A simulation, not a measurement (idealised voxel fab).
Process module name: voxel lift off
FYI the section here is cut, 220 nm wide, cells are 5 nm squares.
The cross-sections in this document take the form of a grid made of square cells. They are written out as bands, in order from top to bottom. Each band consists of one or more rows of cells. Band: top height; bottom height; in nm. Then, left to right: material with width in nm, for each material. "edge to edge": a single material spanning edge to edge. "air": empty space. Measure heights from 0. That's the level where, below it, the as-received wafer is all one material. The lowest band is bottomless and extends downward; write it as in "top 0, no bottom". The expression "30..40" gives the width at the extremes of the band, the first number at its top row of cells and the second at its bottom row, with the width changing by equal amounts from each row to the next in between. You'll sometimes find "same as before" written for a step, and that's the way of saying that nowhere in the cross-section did a cell change during that step. Each empty space that has no open way to the top and spans at least 8 cells appears under "closed voids" as width x height at distance, the distance counted from the left edge, all in nm. That trailing text on a step's line, after the settings, is the simulator's own remark on the step. "overlay nm" denotes, for a step that has a mask, the displacement of the mask to the right of its planned place, with negative values corresponding to the left.
PROCESS STEPS (PLANNED)
- 1: RECEIVE with material Si
- 2: CONFORMAL_DEP with material SiN, thk nm 15
- 3: PATTERN with tone open, mask id LINES, material resist, width nm 25, pitch nm 40, thk nm 20, overlay nm 0
- 4: DIRECTIONAL_DEP with material Ru, thk nm 5
- 5: STRIP with etch materials resist
- 6: CONFORMAL_DEP with material SiN, thk nm 5
AS RECEIVED, AFTER STEP 1
    top 0, no bottom | Si edge to edge
    closed voids: none
THIS IS HOW THE WAFER LOOKS IN CROSS-SECTION ONCE THE MODULE IS DONE, GIVEN THE STARTING STATE AND PLAN ABOVE AND ONE MISTAKE IN CARRYING THE PLAN OUT
    top 35, bottom 30 | air 50 nm  SiN 35 nm  air 5 nm  SiN 35 nm  air 5 nm  SiN 35 nm  air 55 nm
    top 30, bottom 25 | SiN 55 nm  Ru 25 nm  SiN 15 nm  Ru 25 nm  SiN 15 nm  Ru 25 nm  SiN 60 nm
    top 25, bottom 0 | SiN edge to edge
    top 0, no bottom | Si edge to edge
    closed voids: none
In executing the process, a mistake was made relative to the plan: it should be noted that step 2 was executed with settings other than those planned, the operation and settings actually applied being CONFORMAL_DEP with material SiN, thk nm 25
